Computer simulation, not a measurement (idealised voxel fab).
Documented hereafter: the process module known as voxel capacitor over wiring.
Section shown: cut. Width: 260 nm. Cell size: 5 nm, square.
A cross-section in this document is a grid of square cells, and it is written down as bands, the top band listed before the ones below it; a band is made up of one or more rows of cells.
Heights first: top, then bottom, in nm. Then materials, left to right, each with a width in nm. "edge to edge" on a single material: fills the band edge to edge. "air": empty space.
The reference from which all heights are counted is 0, the level beneath which the as-received wafer is entirely one material; the lowest band, having no lower bound, proceeds downward and is written after the example "0 and below".
Graded width ("30->40"): value in top row of band = first number; value in bottom row = second number; row-to-row change constant.
It should be understood that the words "nothing different", when stated for a given step, signify that the cross-section underwent no change in any of its cells during that step.
Basically, "Completely sealed voids" tells you about the enclosed voids: empty spaces with no open way to the top, 8 cells or bigger, each written width x height at distance, where distance is from the left edge, all in nm.
Note: text after step settings on the step line = simulator remark on that step.
overlay nm, on a step with a mask: how far to the right of its planned place the mask lay; to the left if negative

## Listed below are the process steps as planned
step 1: RECEIVE, material Si
step 2: CONFORMAL_DEP, material SiO2, thk nm 10
step 3: DIRECTIONAL_DEP, material TiN, thk nm 5
step 4: DIRECTIONAL_DEP, material W, thk nm 20
step 5: DIRECTIONAL_DEP, material aC, thk nm 15
step 6: PATTERN, tone cover, mask id METAL_1, material resist, width nm 25, pitch nm 90, thk nm 35, overlay nm 0
step 7: DIRECTIONAL_ETCH, etch materials aC, depth nm 15
step 8: STRIP, etch materials resist
step 9: DIRECTIONAL_ETCH, etch materials W, depth nm 20
step 10: DIRECTIONAL_ETCH, etch materials TiN, depth nm 5
step 11: STRIP, etch materials aC
step 12: FILL_DEP, material lowk, thk nm 5
step 13: CMP, height nm 35
step 14: CONFORMAL_DEP, material SiCN, thk nm 5
step 15: DIRECTIONAL_DEP, material lowk, thk nm 10
step 16: MASKED_ETCH, tone open, mask id PLUG_1, width nm 15, etch materials lowk, depth nm 10, overlay nm 0
step 17: MASKED_ETCH, tone open, mask id PLUG_1, width nm 15, etch materials SiCN, depth nm 5, overlay nm 0
step 18: EPI, material Ru, thk nm 10
step 19: EPI, material Ru, thk nm 5
step 20: DIRECTIONAL_DEP, material TiN, thk nm 10
step 21: DIRECTIONAL_DEP, material Al2O3, thk nm 5
step 22: DIRECTIONAL_DEP, material TiN, thk nm 10
step 23: PATTERN, tone cover, mask id UPPER_PLATE, material resist, width nm 70, thk nm 20, overlay nm 0
step 24: DIRECTIONAL_ETCH, etch materials TiN, depth nm 10
step 25: DIRECTIONAL_ETCH, etch materials Al2O3, depth nm 5
step 26: STRIP, etch materials resist
step 27: PATTERN, tone cover, mask id LOWER_PLATE, material resist, width nm 80, thk nm 15, overlay nm 0
step 28: DIRECTIONAL_ETCH, etch materials TiN, depth nm 10
step 29: STRIP, etch materials resist
step 30: FILL_DEP, material SiO2, thk nm 20
step 31: CMP, height nm 90
step 32: PATTERN, tone open, mask id PLUG_2, material resist, width nm 15, thk nm 15, overlay nm 0
step 33: DIRECTIONAL_ETCH, etch materials SiO2, depth nm 15
step 34: STRIP, etch materials resist
step 35: CONFORMAL_DEP, material TiN, thk nm 5
step 36: FILL_DEP, material W, thk nm 5
step 37: CMP, height nm 90
step 38: CONFORMAL_DEP, material SiCN, thk nm 5

## This is the cross-section of the wafer as we received it, i.e. after step 1
> 0 and below: Si edge to edge
> Completely sealed voids: none

## Wafer cross-section at end of module: start and plan as shown above, one execution error
> 95 down to 90: SiCN edge to edge
> 90 down to 80: 90 of SiO2 | 5 of TiN | 5 of W | 5 of TiN | 155 of SiO2
> 80 down to 75: 90 of SiO2 | 15 of TiN | 155 of SiO2
> 75 down to 70: SiO2 edge to edge
> 70 down to 65: 80 of SiO2 | 70 of TiN | 110 of SiO2
> 65 down to 60: 80 of SiO2 | 70 of Al2O3 | 110 of SiO2
> 60 down to 50: 75 of SiO2 | 80 of TiN | 105 of SiO2
> 50 down to 40: 80 of lowk | 15 of Ru | 165 of lowk
> 40 down to 35: 80 of SiCN | 15 of Ru | 165 of SiCN
> 35 down to 15: 70 of lowk | 25 of W | 65 of lowk | 25 of W | 75 of lowk
> 15 down to 10: 70 of lowk | 25 of TiN | 65 of lowk | 25 of TiN | 75 of lowk
> 10 down to 0: SiO2 edge to edge
> 0 and below: Si edge to edge
> Completely sealed voids: none
Processing error: so step 22 ended up running with a different setting than we planned, it ran as DIRECTIONAL_DEP, material TiN, thk nm 5
